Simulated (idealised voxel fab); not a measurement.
process module | voxel double patterning
cross-section cut | 255 nm wide | cells 5 nm
A cross-section is a grid of square cells, given in bands from the top down. A band is one or more rows of cells.
Each band's line starts with the height of the band's top and of its bottom, in nm. Then come its materials from left to right, each with its width in nm. One material with "throughout" fills the band from edge to edge. "air" is empty space.
Height 0 is the level under which the wafer as received is all one material. The lowest band goes on downwards, as in "0 down".
A width such as "30 to 40" changes by the same amount from each row of cells to the next, from the band's top row to its bottom row.
"no change" after a step means that no cell of the cross-section changed.
closed voids: empty space of 8 cells or more with no open way to the top, each as width x height at its distance from the left edge, in nm
after a step's settings: what the simulator itself notes on the step
overlay nm, on a step with a mask: how far to the right of its planned place the mask lay; to the left if negative
plan
1 op RECEIVE | material Si
2 op CONFORMAL_DEP | material SiO2 | thk nm 5
3 op DIRECTIONAL_DEP | material polySi | thk nm 10
4 op DIRECTIONAL_DEP | material SiN | thk nm 5
5 op PATTERN | tone open | mask id FIRST | material resist | width nm 15 | pitch nm 50 | thk nm 20 | overlay nm 0
6 op DIRECTIONAL_ETCH | etch materials SiN | depth nm 5
7 op STRIP | etch materials resist
8 op DIRECTIONAL_DEP | material aC | thk nm 10
9 op PATTERN | tone open | mask id SECOND | material resist | width nm 15 | pitch nm 50 | thk nm 30 | overlay nm 0
10 op DIRECTIONAL_ETCH | etch materials aC | depth nm 10
11 op STRIP | etch materials resist
12 op DIRECTIONAL_ETCH | etch materials SiN | depth nm 5
13 op STRIP | etch materials aC
14 op DIRECTIONAL_ETCH | etch materials polySi | depth nm 10
15 op STRIP | etch materials SiN
first wafer, as planned
as received, after step 1
  0 down: Si throughout
  closed voids: none
after step 2
  5 to 0: SiO2 throughout
  below 0: unchanged
after step 3
  15 to 5: polySi throughout
  below 5: unchanged
after step 4
  20 to 15: SiN throughout
  below 15: unchanged
after step 5
  40 to 20: resist 70 | air 15 | resist 35 | air 15 | resist 35 | air 15 | resist 70
  below 20: unchanged
after step 6
  40 to 20: resist 70 | air 15 | resist 35 | air 15 | resist 35 | air 15 | resist 70
  20 to 15: SiN 70 | air 15 | SiN 35 | air 15 | SiN 35 | air 15 | SiN 70
  below 15: unchanged
after step 7
  20 to 15: SiN 70 | air 15 | SiN 35 | air 15 | SiN 35 | air 15 | SiN 70
  below 15: unchanged
after step 8
  30 to 25: aC 70 | air 15 | aC 35 | air 15 | aC 35 | air 15 | aC 70
  25 to 20: aC throughout
  20 to 15: SiN 70 | aC 15 | SiN 35 | aC 15 | SiN 35 | aC 15 | SiN 70
  below 15: unchanged
after step 9
  60 to 30: resist 95 | air 15 | resist 35 | air 15 | resist 95
  30 to 25: aC 70 | resist 15 | aC 35 | resist 15 | aC 35 | resist 15 | aC 70
  below 25: unchanged
after step 10
  50 to 30: resist 95 | air 15 | resist 35 | air 15 | resist 95
  30 to 25: aC 70 | resist 15 | aC 10 | air 15 | aC 10 | resist 15 | aC 10 | air 15 | aC 10 | resist 15 | aC 70
  25 to 20: aC 95 | air 15 | aC 35 | air 15 | aC 95
  below 20: unchanged
after step 11
  30 to 25: aC 70 | air 15 | aC 10 | air 15 | aC 10 | air 15 | aC 10 | air 15 | aC 10 | air 15 | aC 70
  below 25: unchanged
after step 12
  30 to 25: aC 70 | air 15 | aC 10 | air 15 | aC 10 | air 15 | aC 10 | air 15 | aC 10 | air 15 | aC 70
  25 to 20: aC 95 | air 15 | aC 35 | air 15 | aC 95
  20 to 15: SiN 70 | aC 15 | SiN 10 | air 15 | SiN 10 | aC 15 | SiN 10 | air 15 | SiN 10 | aC 15 | SiN 70
  below 15: unchanged
after step 13
  20 to 15: SiN 70 | air 15 | SiN 10 | air 15 | SiN 10 | air 15 | SiN 10 | air 15 | SiN 10 | air 15 | SiN 70
  below 15: unchanged
after step 14
  20 to 15: SiN 70 | air 15 | SiN 10 | air 15 | SiN 10 | air 15 | SiN 10 | air 15 | SiN 10 | air 15 | SiN 70
  15 to 5: polySi 70 | air 15 | polySi 10 | air 15 | polySi 10 | air 15 | polySi 10 | air 15 | polySi 10 | air 15 | polySi 70
  below 5: unchanged
after step 15
  15 to 5: polySi 70 | air 15 | polySi 10 | air 15 | polySi 10 | air 15 | polySi 10 | air 15 | polySi 10 | air 15 | polySi 70
  below 5: unchanged
second wafer: like start, like plan, one mistake. Through step 1 it matches the first wafer
when step 2 should have ended: no change
when step 3 should have ended
  10 to 0: polySi throughout
  below 0: unchanged
when step 4 should have ended
  15 to 10: SiN throughout
  below 10: unchanged
when step 5 should have ended
  35 to 15: resist 70 | air 15 | resist 35 | air 15 | resist 35 | air 15 | resist 70
  below 15: unchanged
when step 6 should have ended
  35 to 15: resist 70 | air 15 | resist 35 | air 15 | resist 35 | air 15 | resist 70
  15 to 10: SiN 70 | air 15 | SiN 35 | air 15 | SiN 35 | air 15 | SiN 70
  below 10: unchanged
when step 7 should have ended
  15 to 10: SiN 70 | air 15 | SiN 35 | air 15 | SiN 35 | air 15 | SiN 70
  below 10: unchanged
when step 8 should have ended
  25 to 20: aC 70 | air 15 | aC 35 | air 15 | aC 35 | air 15 | aC 70
  20 to 15: aC throughout
  15 to 10: SiN 70 | aC 15 | SiN 35 | aC 15 | SiN 35 | aC 15 | SiN 70
  below 10: unchanged
when step 9 should have ended
  55 to 25: resist 95 | air 15 | resist 35 | air 15 | resist 95
  25 to 20: aC 70 | resist 15 | aC 35 | resist 15 | aC 35 | resist 15 | aC 70
  below 20: unchanged
when step 10 should have ended
  45 to 25: resist 95 | air 15 | resist 35 | air 15 | resist 95
  25 to 20: aC 70 | resist 15 | aC 10 | air 15 | aC 10 | resist 15 | aC 10 | air 15 | aC 10 | resist 15 | aC 70
  20 to 15: aC 95 | air 15 | aC 35 | air 15 | aC 95
  below 15: unchanged
when step 11 should have ended
  25 to 20: aC 70 | air 15 | aC 10 | air 15 | aC 10 | air 15 | aC 10 | air 15 | aC 10 | air 15 | aC 70
  below 20: unchanged
when step 12 should have ended
  25 to 20: aC 70 | air 15 | aC 10 | air 15 | aC 10 | air 15 | aC 10 | air 15 | aC 10 | air 15 | aC 70
  20 to 15: aC 95 | air 15 | aC 35 | air 15 | aC 95
  15 to 10: SiN 70 | aC 15 | SiN 10 | air 15 | SiN 10 | aC 15 | SiN 10 | air 15 | SiN 10 | aC 15 | SiN 70
  below 10: unchanged
when step 13 should have ended
  15 to 10: SiN 70 | air 15 | SiN 10 | air 15 | SiN 10 | air 15 | SiN 10 | air 15 | SiN 10 | air 15 | SiN 70
  below 10: unchanged
when step 14 should have ended
  15 to 10: SiN 70 | air 15 | SiN 10 | air 15 | SiN 10 | air 15 | SiN 10 | air 15 | SiN 10 | air 15 | SiN 70
  10 to 0: polySi 70 | air 15 | polySi 10 | air 15 | polySi 10 | air 15 | polySi 10 | air 15 | polySi 10 | air 15 | polySi 70
  below 0: unchanged
when step 15 should have ended
  10 to 0: polySi 70 | air 15 | polySi 10 | air 15 | polySi 10 | air 15 | polySi 10 | air 15 | polySi 10 | air 15 | polySi 70
  below 0: unchanged
what went wrong: step 2 was left out
at the end the second wafer has, in cells: 51 fewer of SiO2
